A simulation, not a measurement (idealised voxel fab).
Process module name: voxel capacitor over wiring
Square cell edge 5 nm, section width 225 nm, ID cut.
Heads up, the way a cross-section reads in here is a grid of square cells, handed over as bands from the top down, with every band being one or more rows of cells.
Basically the band line says how high the top is and how high the bottom is, in nm, and then what's in it from left to right, every material with its width in nm. Empty space shows up as "empty", and if a single material carries "edge to edge" it runs the full band edge to edge.
Below 0: as-received wafer, all one material; heights counted from there. Lowest band: no bottom, goes on down, written "top 0, no bottom".
A width such as "30 to 40" changes by the same amount from each row of cells to the next, from the band's top row to its bottom row.
What does "nothing different" mean for a step? It means no cell of the cross-section changed in that step.
In the "Closed void table" entry, you get each enclosed empty space of 8 cells or more, one with no open way to the top, written width x height at distance, distance from the left edge, in nm.
Read whatever lies past the settings on a step's line as the simulator's own remark about the step.
"overlay nm" answers the question of how far to the right of plan the mask lay on a step that has a mask, and when it is negative the answer is to the left.

**These are the steps we planned for the process**
- 1: RECEIVE, material Si
- 2: CONFORMAL_DEP, material SiO2, thk nm 15
- 3: CONFORMAL_DEP, material SiN, thk nm 5
- 4: DIRECTIONAL_DEP, material SiO2, thk nm 15
- 5: DIRECTIONAL_DEP, material aC, thk nm 10
- 6: PATTERN, tone open, mask id METAL_1, material resist, width nm 20, pitch nm 90, thk nm 25, overlay nm 0
- 7: DIRECTIONAL_ETCH, etch materials aC, depth nm 10
- 8: STRIP, etch materials resist
- 9: DIRECTIONAL_ETCH, etch materials SiO2, depth nm 15
- 10: DIRECTIONAL_ETCH, etch materials SiN, depth nm 5
- 11: STRIP, etch materials aC
- 12: CONFORMAL_DEP, material TiN, thk nm 5
- 13: FILL_DEP, material Cu, thk nm 10
- 14: CMP, height nm 35
- 15: EPI, material Ru, thk nm 5
- 16: FILL_DEP, material SiCN, thk nm 5
- 17: DIRECTIONAL_DEP, material SiO2, thk nm 20
- 18: PATTERN, tone open, mask id PLUG_1, material resist, width nm 15, thk nm 15, overlay nm 0
- 19: DIRECTIONAL_ETCH, etch materials SiO2, depth nm 20
- 20: DIRECTIONAL_ETCH, etch materials SiCN, depth nm 5
- 21: STRIP, etch materials resist
- 22: EPI, material Ru, thk nm 10
- 23: EPI, material Ru, thk nm 10
- 24: EPI, material Ru, thk nm 5
- 25: DIRECTIONAL_DEP, material TiN, thk nm 10
- 26: DIRECTIONAL_DEP, material SiN, thk nm 5
- 27: DIRECTIONAL_DEP, material TiN, thk nm 5
- 28: MASKED_ETCH, tone cover, mask id UPPER_PLATE, width nm 75, etch materials TiN, depth nm 5, overlay nm 0
- 29: MASKED_ETCH, tone cover, mask id UPPER_PLATE, width nm 75, etch materials SiN, depth nm 5, overlay nm 0
- 30: PATTERN, tone cover, mask id LOWER_PLATE, material resist, width nm 85, thk nm 15, overlay nm 0
- 31: DIRECTIONAL_ETCH, etch materials TiN, depth nm 10
- 32: STRIP, etch materials resist
- 33: FILL_DEP, material SiO2, thk nm 20
- 34: CMP, height nm 100
- 35: MASKED_ETCH, tone open, mask id PLUG_2, width nm 15, etch materials SiO2, depth nm 15, overlay nm 0
- 36: CONFORMAL_DEP, material TiN, thk nm 5
- 37: FILL_DEP, material Cu, thk nm 5
- 38: CMP, height nm 100
- 39: CONFORMAL_DEP, material SiCN, thk nm 5

**So this is the incoming wafer in cross-section - it's already been through step 1**
- top 0, no bottom = Si edge to edge
- Closed void table: none

**The first of two wafers, cross-sectioned at the end of the module, with the run proceeding as planned**
- top 105, bottom 100 = SiCN edge to edge
- top 100, bottom 90 = SiO2=70, TiN=5, Cu=5, TiN=5, SiO2=140
- top 90, bottom 80 = SiO2=70 to 60, TiN=15 to 75, SiO2=140 to 90
- top 80, bottom 75 = SiO2=60, SiN=75, SiO2=90
- top 75, bottom 65 = SiO2=55, TiN=85, SiO2=85
- top 65, bottom 45 = SiO2=60, Ru=15, SiO2=150
- top 45, bottom 40 = SiCN=60, Ru=15, SiCN=150
- top 40, bottom 35 = SiCN=50, Ru=30, SiCN=60, Ru=30, SiCN=55
- top 35, bottom 20 = SiO2=55, TiN=5, Cu=10, TiN=5, SiO2=70, TiN=5, Cu=10, TiN=5, SiO2=60
- top 20, bottom 15 = SiN=55, TiN=20, SiN=70, TiN=20, SiN=60
- top 15, bottom 0 = SiO2 edge to edge
- top 0, no bottom = Si edge to edge
- Closed void table: none

**So this is wafer number two of the two, cut at the end of the module - it started where the first did and had the same plan, we just got one thing wrong running it**
- top 105, bottom 100 = SiCN edge to edge
- top 100, bottom 90 = SiO2=70, TiN=5, Cu=5, TiN=5, SiO2=140
- top 90, bottom 80 = SiO2=70 to 75, TiN=15 to 60, SiO2=140 to 90
- top 80, bottom 75 = SiO2=75, SiN=60, SiO2=90
- top 75, bottom 70 = SiO2=55, TiN=85, SiO2=85
- top 70, bottom 65 = SiO2=55, TiN=5, SiN=15, TiN=65, SiO2=85
- top 65, bottom 55 = SiO2=60, TiN=15, SiO2=150
- top 55, bottom 45 = SiO2=60, Ru=15, SiO2=150
- top 45, bottom 40 = SiCN=60, Ru=15, SiCN=150
- top 40, bottom 35 = SiCN=50, Ru=30, SiCN=60, Ru=30, SiCN=55
- top 35, bottom 20 = SiO2=55, TiN=5, Cu=10, TiN=5, SiO2=70, TiN=5, Cu=10, TiN=5, SiO2=60
- top 20, bottom 15 = SiN=55, TiN=20, SiN=70, TiN=20, SiN=60
- top 15, bottom 0 = SiO2 edge to edge
- top 0, no bottom = Si edge to edge
- Closed void table: none
Against the plan, the run slipped here: of the identical steps 22 and 23, one was left out, though there is no way to say which
Final difference in cells, second wafer against first, listed per material as more or fewer: 6 fewer of Ru, 6 more of SiO2
